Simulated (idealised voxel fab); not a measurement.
The name of this process module is voxel transistor to metal.
Section cut is 270 nm wide and gridded with 5 nm square cells.
Bands, listed from the top down, are how a cross-section gets written in this document; the cross-section itself is a grid of square cells, and a band is one or more rows of them.
Quick guide to a band line: top height, bottom height (nm) up front; then every material left to right with its width in nm. Only one material and it's marked "all across"? Then it fills the band edge to edge. And "air" just means empty space.
Convention: height 0 is the level below which the wafer, as received, is all one material. The lowest band does not terminate at the bottom but continues downward, represented as "from 0 down".
When a width is written as two numbers, as in "30->40", the first number is the width in the top row of cells of the band and the second is the width in its bottom row, and the width changes by the same amount from each row to the next.
When a step is marked "no modification", none of the cells in the cross-section changed during that step.
Any empty space of 8 cells or more lacking an open way to the top shows up in "Catalogued sealed voids" as width x height at distance, distance from the left edge, in nm.
Where a step's line continues beyond its settings, the continuation is a remark by the simulator itself on that step.
When a step includes a mask, the "overlay nm" setting on its line states how far to the right of its planned place that mask lay, and negative values state how far to the left.
Note: before/after cross-section pairs follow, one process step per pair, after-side truncated at the lowest changed band, step and settings given beneath. Different runs of this module on the same starting wafer may supply the pairs; a pair continues the one above only where the "Incoming profile" entry says so.
# Incoming profile
    from 90 to 70 | 25 nm resist  15 nm air  60 nm resist  15 nm air  40 nm resist  15 nm air  60 nm resist  15 nm air  25 nm resist
    from 70 to 55 | 25 nm lowk  15 nm air  60 nm lowk  15 nm air  40 nm lowk  15 nm air  60 nm lowk  15 nm air  25 nm lowk
    from 55 to 50 | SiN all across
    from 50 to 35 | 25 nm SiO2  5 nm TiN  5 nm Ru  5 nm TiN  60 nm SiO2  5 nm TiN  5 nm Ru  5 nm TiN  40 nm SiO2  5 nm TiN  5 nm Ru  5 nm TiN  60 nm SiO2  5 nm TiN  5 nm Ru  5 nm TiN  25 nm SiO2
    from 35 to 25 | 25 nm SiO2  5 nm TiN  5 nm Ru  5 nm TiN  10 nm SiO2  5 nm SiN  5 nm SiO2  25 nm SiCN  5 nm SiO2  5 nm SiN  5 nm SiO2  5 nm TiN  5 nm Ru  5 nm TiN  40 nm SiO2  5 nm TiN  5 nm Ru  5 nm TiN  10 nm SiO2  5 nm SiN  5 nm SiO2  25 nm SiCN  5 nm SiO2  5 nm SiN  5 nm SiO2  5 nm TiN  5 nm Ru  5 nm TiN  25 nm SiO2
    from 25 to 20 | 25 nm SiO2  5 nm TiN  5 nm Ru  5 nm TiN  10 nm SiO2  5 nm SiN  5 nm SiO2  25 nm polySi  5 nm SiO2  5 nm SiN  5 nm SiO2  5 nm TiN  5 nm Ru  5 nm TiN  40 nm SiO2  5 nm TiN  5 nm Ru  5 nm TiN  10 nm SiO2  5 nm SiN  5 nm SiO2  25 nm polySi  5 nm SiO2  5 nm SiN  5 nm SiO2  5 nm TiN  5 nm Ru  5 nm TiN  25 nm SiO2
    from 20 to 15 | 25 nm SiO2  15 nm TiN  10 nm SiO2  5 nm SiN  5 nm SiO2  25 nm polySi  5 nm SiO2  5 nm SiN  5 nm SiO2  15 nm TiN  40 nm SiO2  15 nm TiN  10 nm SiO2  5 nm SiN  5 nm SiO2  25 nm polySi  5 nm SiO2  5 nm SiN  5 nm SiO2  15 nm TiN  25 nm SiO2
    from 15 to 0 | 25 nm SiO2  5 nm TiN  20 nm pSi  5 nm SiN  5 nm SiO2  25 nm polySi  5 nm SiO2  5 nm SiN  20 nm pSi  40 nm SiO2  5 nm TiN  20 nm pSi  5 nm SiN  5 nm SiO2  25 nm polySi  5 nm SiO2  5 nm SiN  20 nm pSi  25 nm SiO2
    from 0 to -5 | 20 nm SiO2  30 nm pSi  45 nm SiO2  25 nm pSi  30 nm SiO2  30 nm pSi  45 nm SiO2  25 nm pSi  20 nm SiO2
    from -5 to -20 | 25 nm SiO2  25 nm pSi  45 nm Si  20 nm pSi  40 nm SiO2  25 nm pSi  45 nm Si  20 nm pSi  25 nm SiO2
    from -20 to -35 | 25 nm SiO2  90 nm Si  40 nm SiO2  90 nm Si  25 nm SiO2
    from -35 down | Si all across
    Catalogued sealed voids: none
# Post-Step Geometry
    from 90 to 70 | 25 nm resist  15 nm air  60 nm resist  15 nm air  40 nm resist  15 nm air  60 nm resist  15 nm air  25 nm resist
    from 70 to 55 | 25 nm lowk  15 nm air  60 nm lowk  15 nm air  40 nm lowk  15 nm air  60 nm lowk  15 nm air  25 nm lowk
    from 55 to 50 | 25 nm SiN  15 nm air  60 nm SiN  15 nm air  40 nm SiN  15 nm air  60 nm SiN  15 nm air  25 nm SiN
    Below a height of 50, the structure has not been altered.
    Catalogued sealed voids: none
Formally, the process step situated between the two cross-sections above is DIRECTIONAL_ETCH: etch materials SiN, depth nm 5
Incoming profile: see the after view in the pair directly above.
# Post-Step Geometry
    from 70 to 55 | 25 nm lowk  15 nm air  60 nm lowk  15 nm air  40 nm lowk  15 nm air  60 nm lowk  15 nm air  25 nm lowk
    Below a height of 55, the structure has not been altered.
    Catalogued sealed voids: none
Formally, the process step situated between the two cross-sections above is STRIP: etch materials resist
Incoming profile: see the after view in the pair directly above.
# Post-Step Geometry
    from 75 to 70 | 30 nm TiN  5 nm air  70 nm TiN  5 nm air  50 nm TiN  5 nm air  70 nm TiN  5 nm air  30 nm TiN
    from 70 to 55 | 25 nm lowk  5 nm TiN  5 nm air  5 nm TiN  60 nm lowk  5 nm TiN  5 nm air  5 nm TiN  40 nm lowk  5 nm TiN  5 nm air  5 nm TiN  60 nm lowk  5 nm TiN  5 nm air  5 nm TiN  25 nm lowk
    from 55 to 50 | 25 nm SiN  15 nm TiN  60 nm SiN  15 nm TiN  40 nm SiN  15 nm TiN  60 nm SiN  15 nm TiN  25 nm SiN
    Below a height of 50, the structure has not been altered.
    Catalogued sealed voids: none
Formally, the process step situated between the two cross-sections above is CONFORMAL_DEP: material TiN, thk nm 5
Incoming profile: see the after view in the pair directly above.
# Post-Step Geometry
    from 80 to 75 | W all across
    from 75 to 70 | 30 nm TiN  5 nm W  70 nm TiN  5 nm W  50 nm TiN  5 nm W  70 nm TiN  5 nm W  30 nm TiN
    from 70 to 55 | 25 nm lowk  5 nm TiN  5 nm W  5 nm TiN  60 nm lowk  5 nm TiN  5 nm W  5 nm TiN  40 nm lowk  5 nm TiN  5 nm W  5 nm TiN  60 nm lowk  5 nm TiN  5 nm W  5 nm TiN  25 nm lowk
    Below a height of 55, the structure has not been altered.
    Catalogued sealed voids: none
Formally, the process step situated between the two cross-sections above is FILL_DEP: material W, thk nm 5
Incoming profile: see the after view in the pair directly above.
# Post-Step Geometry
    from 70 to 55 | 25 nm lowk  5 nm TiN  5 nm W  5 nm TiN  60 nm lowk  5 nm TiN  5 nm W  5 nm TiN  40 nm lowk  5 nm TiN  5 nm W  5 nm TiN  60 nm lowk  5 nm TiN  5 nm W  5 nm TiN  25 nm lowk
    Below a height of 55, the structure has not been altered.
    Catalogued sealed voids: none
Formally, the process step situated between the two cross-sections above is CMP: height nm 70
Incoming profile: see the after view in the pair directly above.
# Post-Step Geometry
    from 75 to 70 | 20 nm air  25 nm Ru  50 nm air  25 nm Ru  30 nm air  25 nm Ru  50 nm air  25 nm Ru  20 nm air
    Below a height of 70, the structure has not been altered.
    Catalogued sealed voids: none
Formally, the process step situated between the two cross-sections above is EPI: material Ru, thk nm 5
Incoming profile: see the after view in the pair directly above.
# Post-Step Geometry
    from 80 to 75 | SiCN all across
    from 75 to 70 | 20 nm SiCN  25 nm Ru  50 nm SiCN  25 nm Ru  30 nm SiCN  25 nm Ru  50 nm SiCN  25 nm Ru  20 nm SiCN
    Below a height of 70, the structure has not been altered.
    Catalogued sealed voids: none
Formally, the process step situated between the two cross-sections above is FILL_DEP: material SiCN, thk nm 5
# Incoming profile
    from 20 to 5 | SiN all across
    from 5 to 0 | SiO2 all across
    from 0 down | Si all across
    Catalogued sealed voids: none
# Post-Step Geometry
    from 40 to 20 | 15 nm air  100 nm resist  30 nm air  100 nm resist  25 nm air
    Below a height of 20, the structure has not been altered.
    Catalogued sealed voids: none
Formally, the process step situated between the two cross-sections above is PATTERN: tone cover, mask id ACTIVE, material resist, width nm 100, pitch nm 130, thk nm 20, overlay nm -5
Incoming profile: see the after view in the pair directly above.
# Post-Step Geometry
    from 40 to 20 | 15 nm air  100 nm resist  30 nm air  100 nm resist  25 nm air
    from 20 to 5 | 15 nm air  100 nm SiN  30 nm air  100 nm SiN  25 nm air
    Below a height of 5, the structure has not been altered.
    Catalogued sealed voids: none
Formally, the process step situated between the two cross-sections above is DIRECTIONAL_ETCH: etch materials SiN, depth nm 15
Incoming profile: see the after view in the pair directly above.
# Post-Step Geometry
    from 40 to 20 | 15 nm air  100 nm resist  30 nm air  100 nm resist  25 nm air
    from 20 to 5 | 15 nm air  100 nm SiN  30 nm air  100 nm SiN  25 nm air
    from 5 to 0 | 15 nm air  100 nm SiO2  30 nm air  100 nm SiO2  25 nm air
    Below a height of 0, the structure has not been altered.
    Catalogued sealed voids: none
Formally, the process step situated between the two cross-sections above is DIRECTIONAL_ETCH: etch materials SiO2, depth nm 5
Incoming profile: see the after view in the pair directly above.
# Post-Step Geometry
    from 40 to 20 | 15 nm air  100 nm resist  30 nm air  100 nm resist  25 nm air
    from 20 to 5 | 15 nm air  100 nm SiN  30 nm air  100 nm SiN  25 nm air
    from 5 to 0 | 15 nm air  100 nm SiO2  30 nm air  100 nm SiO2  25 nm air
    from 0 to -30 | 15 nm air  100 nm Si  30 nm air  100 nm Si  25 nm air
    Below a height of -30, the structure has not been altered.
    Catalogued sealed voids: none
Formally, the process step situated between the two cross-sections above is DIRECTIONAL_ETCH: etch materials Si, depth nm 30
Incoming profile: see the after view in the pair directly above.
# Post-Step Geometry
    from 20 to 5 | 15 nm air  100 nm SiN  30 nm air  100 nm SiN  25 nm air
    Below a height of 5, the structure has not been altered.
    Catalogued sealed voids: none
Formally, the process step situated between the two cross-sections above is STRIP: etch materials resist
Incoming profile: see the after view in the pair directly above.
# Post-Step Geometry
    from 20 to 5 | 15 nm air  100 nm SiN  30 nm air  100 nm SiN  25 nm air
    from 5 to 0 | 15 nm air  100 nm SiO2  30 nm air  100 nm SiO2  25 nm air
    from 0 to -30 | 15 nm air  5 nm SiO2  90 nm Si  5 nm SiO2  30 nm air  5 nm SiO2  90 nm Si  5 nm SiO2  25 nm air
    from -30 to -35 | 20 nm SiO2  90 nm Si  40 nm SiO2  90 nm Si  30 nm SiO2
    Below a height of -35, the structure has not been altered.
    Catalogued sealed voids: none
Formally, the process step situated between the two cross-sections above is OXIDIZE: depth nm 5
Incoming profile: see the after view in the pair directly above.
# Post-Step Geometry
    from 25 to 20 | SiO2 all across
    from 20 to 5 | 15 nm SiO2  100 nm SiN  30 nm SiO2  100 nm SiN  25 nm SiO2
    from 5 to 0 | SiO2 all across
    from 0 to -35 | 20 nm SiO2  90 nm Si  40 nm SiO2  90 nm Si  30 nm SiO2
    Below a height of -35, the structure has not been altered.
    Catalogued sealed voids: none
Formally, the process step situated between the two cross-sections above is FILL_DEP: material SiO2, thk nm 5
Incoming profile: see the after view in the pair directly above.
# Post-Step Geometry
    from 20 to 5 | 15 nm SiO2  100 nm SiN  30 nm SiO2  100 nm SiN  25 nm SiO2
    Below a height of 5, the structure has not been altered.
    Catalogued sealed voids: none
Formally, the process step situated between the two cross-sections above is CMP: height nm 20
Incoming profile: see the after view in the pair directly above.
# Post-Step Geometry
    from 20 to 5 | 15 nm air  100 nm SiN  30 nm air  100 nm SiN  25 nm air
    Below a height of 5, the structure has not been altered.
    Catalogued sealed voids: none
Formally, the process step situated between the two cross-sections above is SELECTIVE_ETCH: etch materials SiO2, depth nm 15
Incoming profile: see the after view in the pair directly above.
# Post-Step Geometry
    from 5 to 0 | SiO2 all across
    Below a height of 0, the structure has not been altered.
    Catalogued sealed voids: none
Formally, the process step situated between the two cross-sections above is STRIP: etch materials SiN
Incoming profile: see the after view in the pair directly above.
# Post-Step Geometry
    from 0 to -35 | 20 nm SiO2  90 nm Si  40 nm SiO2  90 nm Si  30 nm SiO2
    Below a height of -35, the structure has not been altered.
    Catalogued sealed voids: none
Formally, the process step situated between the two cross-sections above is SELECTIVE_ETCH: etch materials SiO2, depth nm 5
Incoming profile: see the after view in the pair directly above.
# Post-Step Geometry
    from 0 to -5 | SiO2 all across
    Below a height of -5, the structure has not been altered.
    Catalogued sealed voids: none
Formally, the process step situated between the two cross-sections above is OXIDIZE: depth nm 5
Incoming profile: see the after view in the pair directly above.
# Post-Step Geometry
    from 25 to 0 | polySi all across
    Below a height of 0, the structure has not been altered.
    Catalogued sealed voids: none
Formally, the process step situated between the two cross-sections above is DIRECTIONAL_DEP: material polySi, thk nm 25
Incoming profile: see the after view in the pair directly above.
# Post-Step Geometry
    from 35 to 25 | SiCN all across
    Below a height of 25, the structure has not been altered.
    Catalogued sealed voids: none
Formally, the process step situated between the two cross-sections above is DIRECTIONAL_DEP: material SiCN, thk nm 10
Incoming profile: see the after view in the pair directly above.
# Post-Step Geometry
    from 35 to 25 | 60 nm air  20 nm SiCN  110 nm air  20 nm SiCN  60 nm air
    Below a height of 25, the structure has not been altered.
    Catalogued sealed voids: none
Formally, the process step situated between the two cross-sections above is MASKED_ETCH: tone cover, mask id GATE, width nm 20, pitch nm 130, etch materials SiCN, depth nm 20, overlay nm 0
Incoming profile: see the after view in the pair directly above.
# Post-Step Geometry
    from 35 to 25 | 60 nm air  20 nm SiCN  110 nm air  20 nm SiCN  60 nm air
    from 25 to 0 | 60 nm air  20 nm polySi  110 nm air  20 nm polySi  60 nm air
    Below a height of 0, the structure has not been altered.
    Catalogued sealed voids: none
Formally, the process step situated between the two cross-sections above is MASKED_ETCH: tone cover, mask id GATE, width nm 20, pitch nm 130, etch materials polySi, depth nm 35, overlay nm 0
Incoming profile: see the after view in the pair directly above.
# Post-Step Geometry
    from 40 to 35 | 55 nm air  30 nm SiO2  100 nm air  30 nm SiO2  55 nm air
    from 35 to 25 | 55 nm air  5 nm SiO2  20 nm SiCN  5 nm SiO2  100 nm air  5 nm SiO2  20 nm SiCN  5 nm SiO2  55 nm air
    from 25 to 5 | 55 nm air  5 nm SiO2  20 nm polySi  5 nm SiO2  100 nm air  5 nm SiO2  20 nm polySi  5 nm SiO2  55 nm air
    from 5 to 0 | 60 nm SiO2  20 nm polySi  110 nm SiO2  20 nm polySi  60 nm SiO2
    Below a height of 0, the structure has not been altered.
    Catalogued sealed voids: none
Formally, the process step situated between the two cross-sections above is CONFORMAL_DEP: material SiO2, thk nm 5
Incoming profile: see the after view in the pair directly above.
# Post-Step Geometry
    from 35 to 25 | 55 nm air  5 nm SiO2  20 nm SiCN  5 nm SiO2  100 nm air  5 nm SiO2  20 nm SiCN  5 nm SiO2  55 nm air
    from 25 to 0 | 55 nm air  5 nm SiO2  20 nm polySi  5 nm SiO2  100 nm air  5 nm SiO2  20 nm polySi  5 nm SiO2  55 nm air
    Below a height of 0, the structure has not been altered.
    Catalogued sealed voids: none
Formally, the process step situated between the two cross-sections above is DIRECTIONAL_ETCH: etch materials SiO2, depth nm 5
Incoming profile: see the after view in the pair directly above.
# Post-Step Geometry
    from 40 to 35 | 50 nm air  40 nm SiN  90 nm air  40 nm SiN  50 nm air
    from 35 to 25 | 50 nm air  5 nm SiN  5 nm SiO2  20 nm SiCN  5 nm SiO2  5 nm SiN  90 nm air  5 nm SiN  5 nm SiO2  20 nm SiCN  5 nm SiO2  5 nm SiN  50 nm air
    from 25 to 5 | 50 nm air  5 nm SiN  5 nm SiO2  20 nm polySi  5 nm SiO2  5 nm SiN  90 nm air  5 nm SiN  5 nm SiO2  20 nm polySi  5 nm SiO2  5 nm SiN  50 nm air
    from 5 to 0 | 55 nm SiN  5 nm SiO2  20 nm polySi  5 nm SiO2  100 nm SiN  5 nm SiO2  20 nm polySi  5 nm SiO2  55 nm SiN
    Below a height of 0, the structure has not been altered.
    Catalogued sealed voids: none
Formally, the process step situated between the two cross-sections above is CONFORMAL_DEP: material SiN, thk nm 5
Incoming profile: see the after view in the pair directly above.
# Post-Step Geometry
    from 35 to 25 | 50 nm air  5 nm SiN  5 nm SiO2  20 nm SiCN  5 nm SiO2  5 nm SiN  90 nm air  5 nm SiN  5 nm SiO2  20 nm SiCN  5 nm SiO2  5 nm SiN  50 nm air
    from 25 to 0 | 50 nm air  5 nm SiN  5 nm SiO2  20 nm polySi  5 nm SiO2  5 nm SiN  90 nm air  5 nm SiN  5 nm SiO2  20 nm polySi  5 nm SiO2  5 nm SiN  50 nm air
    Below a height of 0, the structure has not been altered.
    Catalogued sealed voids: none
Formally, the process step situated between the two cross-sections above is DIRECTIONAL_ETCH: etch materials SiN, depth nm 5
Incoming profile: see the after view in the pair directly above.
# Post-Step Geometry
    from 35 to 30 | 50 nm air  5 nm SiN  5 nm air  20 nm SiCN  5 nm air  5 nm SiN  90 nm air  5 nm SiN  5 nm air  20 nm SiCN  5 nm air  5 nm SiN  50 nm air
    from 30 to 25 | 50 nm air  5 nm SiN  5 nm SiO2  20 nm SiCN  5 nm SiO2  5 nm SiN  90 nm air  5 nm SiN  5 nm SiO2  20 nm SiCN  5 nm SiO2  5 nm SiN  50 nm air
    from 25 to 0 | 50 nm air  5 nm SiN  5 nm SiO2  20 nm polySi  5 nm SiO2  5 nm SiN  90 nm air  5 nm SiN  5 nm SiO2  20 nm polySi  5 nm SiO2  5 nm SiN  50 nm air
    from 0 to -5 | 50 nm air  40 nm SiO2  90 nm air  40 nm SiO2  50 nm air
    Below a height of -5, the structure has not been altered.
    Catalogued sealed voids: none
Formally, the process step situated between the two cross-sections above is DIRECTIONAL_ETCH: etch materials SiO2, depth nm 5
Incoming profile: see the after view in the pair directly above.
# Post-Step Geometry
    from 35 to 30 | 50 nm air  5 nm SiN  5 nm air  20 nm SiCN  5 nm air  5 nm SiN  90 nm air  5 nm SiN  5 nm air  20 nm SiCN  5 nm air  5 nm SiN  50 nm air
    from 30 to 25 | 50 nm air  5 nm SiN  5 nm SiO2  20 nm SiCN  5 nm SiO2  5 nm SiN  90 nm air  5 nm SiN  5 nm SiO2  20 nm SiCN  5 nm SiO2  5 nm SiN  50 nm air
    from 25 to 0 | 50 nm air  5 nm SiN  5 nm SiO2  20 nm polySi  5 nm SiO2  5 nm SiN  90 nm air  5 nm SiN  5 nm SiO2  20 nm polySi  5 nm SiO2  5 nm SiN  50 nm air
    from 0 to -5 | 50 nm air  40 nm SiO2  90 nm air  40 nm SiO2  50 nm air
    from -5 to -20 | 20 nm SiO2  30 nm air  40 nm Si  20 nm air  40 nm SiO2  30 nm air  40 nm Si  20 nm air  30 nm SiO2
    Below a height of -20, the structure has not been altered.
    Catalogued sealed voids: none
Formally, the process step situated between the two cross-sections above is DIRECTIONAL_ETCH: etch materials Si, depth nm 15
Incoming profile: see the after view in the pair directly above.
# Post-Step Geometry
    from 35 to 30 | 50 nm air  5 nm SiN  5 nm air  20 nm SiCN  5 nm air  5 nm SiN  90 nm air  5 nm SiN  5 nm air  20 nm SiCN  5 nm air  5 nm SiN  50 nm air
    from 30 to 25 | 50 nm air  5 nm SiN  5 nm SiO2  20 nm SiCN  5 nm SiO2  5 nm SiN  90 nm air  5 nm SiN  5 nm SiO2  20 nm SiCN  5 nm SiO2  5 nm SiN  50 nm air
    from 25 to 15 | 50 nm air  5 nm SiN  5 nm SiO2  20 nm polySi  5 nm SiO2  5 nm SiN  90 nm air  5 nm SiN  5 nm SiO2  20 nm polySi  5 nm SiO2  5 nm SiN  50 nm air
    from 15 to 0 | 30 nm air  20 nm pSi  5 nm SiN  5 nm SiO2  20 nm polySi  5 nm SiO2  5 nm SiN  20 nm pSi  50 nm air  20 nm pSi  5 nm SiN  5 nm SiO2  20 nm polySi  5 nm SiO2  5 nm SiN  20 nm pSi  30 nm air
    from 0 to -5 | 15 nm air  35 nm pSi  40 nm SiO2  25 nm pSi  30 nm air  35 nm pSi  40 nm SiO2  25 nm pSi  25 nm air
    from -5 to -20 | 20 nm SiO2  30 nm pSi  40 nm Si  20 nm pSi  40 nm SiO2  30 nm pSi  40 nm Si  20 nm pSi  30 nm SiO2
    Below a height of -20, the structure has not been altered.
    Catalogued sealed voids: none
Formally, the process step situated between the two cross-sections above is EPI: material pSi, thk nm 20
Incoming profile: see the after view in the pair directly above.
# Post-Step Geometry
    from 40 to 35 | SiO2 all across
    from 35 to 25 | 50 nm SiO2  5 nm SiN  5 nm SiO2  20 nm SiCN  5 nm SiO2  5 nm SiN  90 nm SiO2  5 nm SiN  5 nm SiO2  20 nm SiCN  5 nm SiO2  5 nm SiN  50 nm SiO2
    from 25 to 15 | 50 nm SiO2  5 nm SiN  5 nm SiO2  20 nm polySi  5 nm SiO2  5 nm SiN  90 nm SiO2  5 nm SiN  5 nm SiO2  20 nm polySi  5 nm SiO2  5 nm SiN  50 nm SiO2
    from 15 to 0 | 30 nm SiO2  20 nm pSi  5 nm SiN  5 nm SiO2  20 nm polySi  5 nm SiO2  5 nm SiN  20 nm pSi  50 nm SiO2  20 nm pSi  5 nm SiN  5 nm SiO2  20 nm polySi  5 nm SiO2  5 nm SiN  20 nm pSi  30 nm SiO2
    from 0 to -5 | 15 nm SiO2  35 nm pSi  40 nm SiO2  25 nm pSi  30 nm SiO2  35 nm pSi  40 nm SiO2  25 nm pSi  25 nm SiO2
    Below a height of -5, the structure has not been altered.
    Catalogued sealed voids: none
Formally, the process step situated between the two cross-sections above is FILL_DEP: material SiO2, thk nm 5
Incoming profile: see the after view in the pair directly above.
# Post-Step Geometry
    from 35 to 25 | 50 nm SiO2  5 nm SiN  5 nm SiO2  20 nm SiCN  5 nm SiO2  5 nm SiN  90 nm SiO2  5 nm SiN  5 nm SiO2  20 nm SiCN  5 nm SiO2  5 nm SiN  50 nm SiO2
    Below a height of 25, the structure has not been altered.
    Catalogued sealed voids: none
Formally, the process step situated between the two cross-sections above is CMP: height nm 35
Incoming profile: see the after view in the pair directly above.
# Post-Step Geometry
    from 50 to 35 | SiO2 all across
    Below a height of 35, the structure has not been altered.
    Catalogued sealed voids: none
Formally, the process step situated between the two cross-sections above is DIRECTIONAL_DEP: material SiO2, thk nm 15
Incoming profile: see the after view in the pair directly above.
# Post-Step Geometry
    from 50 to 35 | 25 nm SiO2  15 nm air  60 nm SiO2  15 nm air  40 nm SiO2  15 nm air  60 nm SiO2  15 nm air  25 nm SiO2
    from 35 to 25 | 25 nm SiO2  15 nm air  10 nm SiO2  5 nm SiN  5 nm SiO2  20 nm SiCN  5 nm SiO2  5 nm SiN  10 nm SiO2  15 nm air  40 nm SiO2  15 nm air  10 nm SiO2  5 nm SiN  5 nm SiO2  20 nm SiCN  5 nm SiO2  5 nm SiN  10 nm SiO2  15 nm air  25 nm SiO2
    from 25 to 15 | 25 nm SiO2  15 nm air  10 nm SiO2  5 nm SiN  5 nm SiO2  20 nm polySi  5 nm SiO2  5 nm SiN  10 nm SiO2  15 nm air  40 nm SiO2  15 nm air  10 nm SiO2  5 nm SiN  5 nm SiO2  20 nm polySi  5 nm SiO2  5 nm SiN  10 nm SiO2  15 nm air  25 nm SiO2
    from 15 to 0 | 25 nm SiO2  5 nm air  20 nm pSi  5 nm SiN  5 nm SiO2  20 nm polySi  5 nm SiO2  5 nm SiN  20 nm pSi  5 nm air  40 nm SiO2  5 nm air  20 nm pSi  5 nm SiN  5 nm SiO2  20 nm polySi  5 nm SiO2  5 nm SiN  20 nm pSi  5 nm air  25 nm SiO2
    Below a height of 0, the structure has not been altered.
    Catalogued sealed voids: none
Formally, the process step situated between the two cross-sections above is MASKED_ETCH: tone open, mask id CONTACT, width nm 15, etch materials SiO2, depth nm 50, overlay nm 0
Incoming profile: see the after view in the pair directly above.
# Post-Step Geometry
    from 55 to 50 | 30 nm TiN  5 nm air  70 nm TiN  5 nm air  50 nm TiN  5 nm air  70 nm TiN  5 nm air  30 nm TiN
    from 50 to 35 | 25 nm SiO2  5 nm TiN  5 nm air  5 nm TiN  60 nm SiO2  5 nm TiN  5 nm air  5 nm TiN  40 nm SiO2  5 nm TiN  5 nm air  5 nm TiN  60 nm SiO2  5 nm TiN  5 nm air  5 nm TiN  25 nm SiO2
    from 35 to 25 | 25 nm SiO2  5 nm TiN  5 nm air  5 nm TiN  10 nm SiO2  5 nm SiN  5 nm SiO2  20 nm SiCN  5 nm SiO2  5 nm SiN  10 nm SiO2  5 nm TiN  5 nm air  5 nm TiN  40 nm SiO2  5 nm TiN  5 nm air  5 nm TiN  10 nm SiO2  5 nm SiN  5 nm SiO2  20 nm SiCN  5 nm SiO2  5 nm SiN  10 nm SiO2  5 nm TiN  5 nm air  5 nm TiN  25 nm SiO2
    from 25 to 20 | 25 nm SiO2  5 nm TiN  5 nm air  5 nm TiN  10 nm SiO2  5 nm SiN  5 nm SiO2  20 nm polySi  5 nm SiO2  5 nm SiN  10 nm SiO2  5 nm TiN  5 nm air  5 nm TiN  40 nm SiO2  5 nm TiN  5 nm air  5 nm TiN  10 nm SiO2  5 nm SiN  5 nm SiO2  20 nm polySi  5 nm SiO2  5 nm SiN  10 nm SiO2  5 nm TiN  5 nm air  5 nm TiN  25 nm SiO2
    from 20 to 15 | 25 nm SiO2  15 nm TiN  10 nm SiO2  5 nm SiN  5 nm SiO2  20 nm polySi  5 nm SiO2  5 nm SiN  10 nm SiO2  15 nm TiN  40 nm SiO2  15 nm TiN  10 nm SiO2  5 nm SiN  5 nm SiO2  20 nm polySi  5 nm SiO2  5 nm SiN  10 nm SiO2  15 nm TiN  25 nm SiO2
    from 15 to 0 | 25 nm SiO2  5 nm TiN  20 nm pSi  5 nm SiN  5 nm SiO2  20 nm polySi  5 nm SiO2  5 nm SiN  20 nm pSi  5 nm TiN  40 nm SiO2  5 nm TiN  20 nm pSi  5 nm SiN  5 nm SiO2  20 nm polySi  5 nm SiO2  5 nm SiN  20 nm pSi  5 nm TiN  25 nm SiO2
    Below a height of 0, the structure has not been altered.
    Catalogued sealed voids: none
Formally, the process step situated between the two cross-sections above is CONFORMAL_DEP: material TiN, thk nm 5
Incoming profile: see the after view in the pair directly above.
# Post-Step Geometry
    from 65 to 55 | Ru all across
    from 55 to 50 | 30 nm TiN  5 nm Ru  70 nm TiN  5 nm Ru  50 nm TiN  5 nm Ru  70 nm TiN  5 nm Ru  30 nm TiN
    from 50 to 35 | 25 nm SiO2  5 nm TiN  5 nm Ru  5 nm TiN  60 nm SiO2  5 nm TiN  5 nm Ru  5 nm TiN  40 nm SiO2  5 nm TiN  5 nm Ru  5 nm TiN  60 nm SiO2  5 nm TiN  5 nm Ru  5 nm TiN  25 nm SiO2
    from 35 to 25 | 25 nm SiO2  5 nm TiN  5 nm Ru  5 nm TiN  10 nm SiO2  5 nm SiN  5 nm SiO2  20 nm SiCN  5 nm SiO2  5 nm SiN  10 nm SiO2  5 nm TiN  5 nm Ru  5 nm TiN  40 nm SiO2  5 nm TiN  5 nm Ru  5 nm TiN  10 nm SiO2  5 nm SiN  5 nm SiO2  20 nm SiCN  5 nm SiO2  5 nm SiN  10 nm SiO2  5 nm TiN  5 nm Ru  5 nm TiN  25 nm SiO2
    from 25 to 20 | 25 nm SiO2  5 nm TiN  5 nm Ru  5 nm TiN  10 nm SiO2  5 nm SiN  5 nm SiO2  20 nm polySi  5 nm SiO2  5 nm SiN  10 nm SiO2  5 nm TiN  5 nm Ru  5 nm TiN  40 nm SiO2  5 nm TiN  5 nm Ru  5 nm TiN  10 nm SiO2  5 nm SiN  5 nm SiO2  20 nm polySi  5 nm SiO2  5 nm SiN  10 nm SiO2  5 nm TiN  5 nm Ru  5 nm TiN  25 nm SiO2
    Below a height of 20, the structure has not been altered.
    Catalogued sealed voids: none
Formally, the process step situated between the two cross-sections above is FILL_DEP: material Ru, thk nm 10
Incoming profile: see the after view in the pair directly above.
# Post-Step Geometry
    from 50 to 35 | 25 nm SiO2  5 nm TiN  5 nm Ru  5 nm TiN  60 nm SiO2  5 nm TiN  5 nm Ru  5 nm TiN  40 nm SiO2  5 nm TiN  5 nm Ru  5 nm TiN  60 nm SiO2  5 nm TiN  5 nm Ru  5 nm TiN  25 nm SiO2
    Below a height of 35, the structure has not been altered.
    Catalogued sealed voids: none
Formally, the process step situated between the two cross-sections above is CMP: height nm 50
Incoming profile: see the after view in the pair directly above.
# Post-Step Geometry
    from 55 to 50 | SiN all across
    Below a height of 50, the structure has not been altered.
    Catalogued sealed voids: none
Formally, the process step situated between the two cross-sections above is CONFORMAL_DEP: material SiN, thk nm 5
Incoming profile: see the after view in the pair directly above.
# Post-Step Geometry
    from 70 to 55 | lowk all across
    Below a height of 55, the structure has not been altered.
    Catalogued sealed voids: none
Formally, the process step situated between the two cross-sections above is DIRECTIONAL_DEP: material lowk, thk nm 15
Incoming profile: see the after view in the pair directly above.
# Post-Step Geometry
    from 90 to 70 | 25 nm resist  15 nm air  60 nm resist  15 nm air  40 nm resist  15 nm air  60 nm resist  15 nm air  25 nm resist
    Below a height of 70, the structure has not been altered.
    Catalogued sealed voids: none
Formally, the process step situated between the two cross-sections above is PATTERN: tone open, mask id METAL_1, material resist, width nm 15, thk nm 20, overlay nm 0
Incoming profile: see the after view in the pair directly above.
# Post-Step Geometry
    from 90 to 70 | 25 nm resist  15 nm air  60 nm resist  15 nm air  40 nm resist  15 nm air  60 nm resist  15 nm air  25 nm resist
    from 70 to 55 | 25 nm lowk  15 nm air  60 nm lowk  15 nm air  40 nm lowk  15 nm air  60 nm lowk  15 nm air  25 nm lowk
    Below a height of 55, the structure has not been altered.
    Catalogued sealed voids: none
Formally, the process step situated between the two cross-sections above is DIRECTIONAL_ETCH: etch materials lowk, depth nm 15
Incoming profile: see the after view in the pair directly above.
# Post-Step Geometry
    from 90 to 70 | 25 nm resist  15 nm air  60 nm resist  15 nm air  40 nm resist  15 nm air  60 nm resist  15 nm air  25 nm resist
    from 70 to 55 | 25 nm lowk  15 nm air  60 nm lowk  15 nm air  40 nm lowk  15 nm air  60 nm lowk  15 nm air  25 nm lowk
    from 55 to 50 | 25 nm SiN  15 nm air  60 nm SiN  15 nm air  40 nm SiN  15 nm air  60 nm SiN  15 nm air  25 nm SiN
    Below a height of 50, the structure has not been altered.
    Catalogued sealed voids: none
Formally, the process step situated between the two cross-sections above is DIRECTIONAL_ETCH: etch materials SiN, depth nm 5
